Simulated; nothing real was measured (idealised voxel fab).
The document below concerns the process module designated voxel gate over fins.
Shown is cross-section cut, with a width of 185 nm and square cells of size 5 nm.
How to read a cross-section here: the picture is a grid of square cells, written as bands going from the top down, and any band can span one or more rows of cells. Look at the band entry: it leads with the top's height and the bottom's height in nm. Then it lists the materials left to right, with a width in nm for each. The word "throughout" on a single material says that material fills the band edge to edge. The word "blank" is empty space. For the purposes of this specification, 0 denotes the height below which the wafer in its as-received condition is composed wholly of one material, and the lowermost band, lacking a lower limit, extends downward without end, as expressed in "0 down". You'd read "30->40" like this: the band's top row of cells is as wide as the first number, its bottom row is as wide as the second, and going down, every row changes width by the same amount as the row before did. It should be understood that the words "identical to before", when stated for a given step, signify that the cross-section underwent no change in any of its cells during that step. Each empty space that has no open way to the top and spans at least 8 cells appears under "Closed empty spaces" as width x height at distance, the distance counted from the left edge, all in nm. Whatever follows a step's settings on its line is a remark the simulator itself makes about that step. On any step carrying a mask, the "overlay nm" setting, if present on the step's line, tells how far right of its planned place the mask lay; negative values point to the left.

Below is the list of planned process steps
- 1: RECEIVE,material Si
- 2: CONFORMAL_DEP,material SiN,thk nm 10
- 3: PATTERN,tone cover,mask id FINS,material resist,width nm 15,pitch nm 45,thk nm 20,overlay nm 0
- 4: DIRECTIONAL_ETCH,etch materials SiN,depth nm 10
- 5: DIRECTIONAL_ETCH,etch materials Si,depth nm 35
- 6: STRIP,etch materials resist
- 7: FILL_DEP,material SiO2,thk nm 5
- 8: CMP,height nm 10
- 9: SELECTIVE_ETCH,etch materials SiO2,depth nm 20
- 10: STRIP,etch materials SiN
- 11: CONFORMAL_DEP,material HfO2,thk nm 5
- 12: CONFORMAL_DEP,material TiN,thk nm 5
- 13: CONFORMAL_DEP,material TiAl,thk nm 5
- 14: CONFORMAL_DEP,material TiN,thk nm 5
- 15: FILL_DEP,material W,thk nm 15
- 16: CMP,height nm 30
- 17: CONFORMAL_DEP,material SiN,thk nm 5

The cross-section here shows the wafer as received, i.e. in its state after step 1
	0 down = Si throughout
	Closed empty spaces: none

Cross-section: first of two wafers, module finished, run according to plan
	35 to 30 = SiN throughout
	30 to 20 = W throughout
	20 to 15 = W 40 / TiN 100 / W 45
	15 to 10 = W 40 / TiN 5 / TiAl 90 / TiN 5 / W 45
	10 to 5 = TiN 45 / TiAl 5 / TiN 35 / TiAl 10 / TiN 35 / TiAl 5 / TiN 50
	5 to 0 = TiAl 50 / TiN 5 / HfO2 25 / TiN 5 / TiAl 10 / TiN 5 / HfO2 25 / TiN 5 / TiAl 55
	0 to -5 = TiN 55 / HfO2 5 / Si 15 / HfO2 5 / TiN 20 / HfO2 5 / Si 15 / HfO2 5 / TiN 60
	-5 to -10 = HfO2 60 / Si 15 / HfO2 30 / Si 15 / HfO2 65
	-10 to -35 = SiO2 60 / Si 15 / SiO2 30 / Si 15 / SiO2 65
	-35 down = Si throughout
	Closed empty spaces: none

Wafer two, end of module, cross-section. Same start, same plan as wafer one. One mistake in the run
	35 to 30 = SiN throughout
	30 to 20 = W throughout
	20 to 15 = TiN throughout
	15 to 10 = TiAl throughout
	10 to 5 = TiN throughout
	5 to 0 = HfO2 throughout
	0 to -35 = SiO2 60 / Si 15 / SiO2 30 / Si 15 / SiO2 65
	-35 down = Si throughout
	Closed empty spaces: none
The plan and the run diverged here: step 9 was not run as planned; what actually ran was SELECTIVE_ETCH,etch materials SiO2,depth nm 10
Per the end-of-run cell counts, the second wafer holds more or fewer of some materials than the first: -8 HfO2 | +62 SiO2 | -8 TiAl | -12 TiN | -34 W
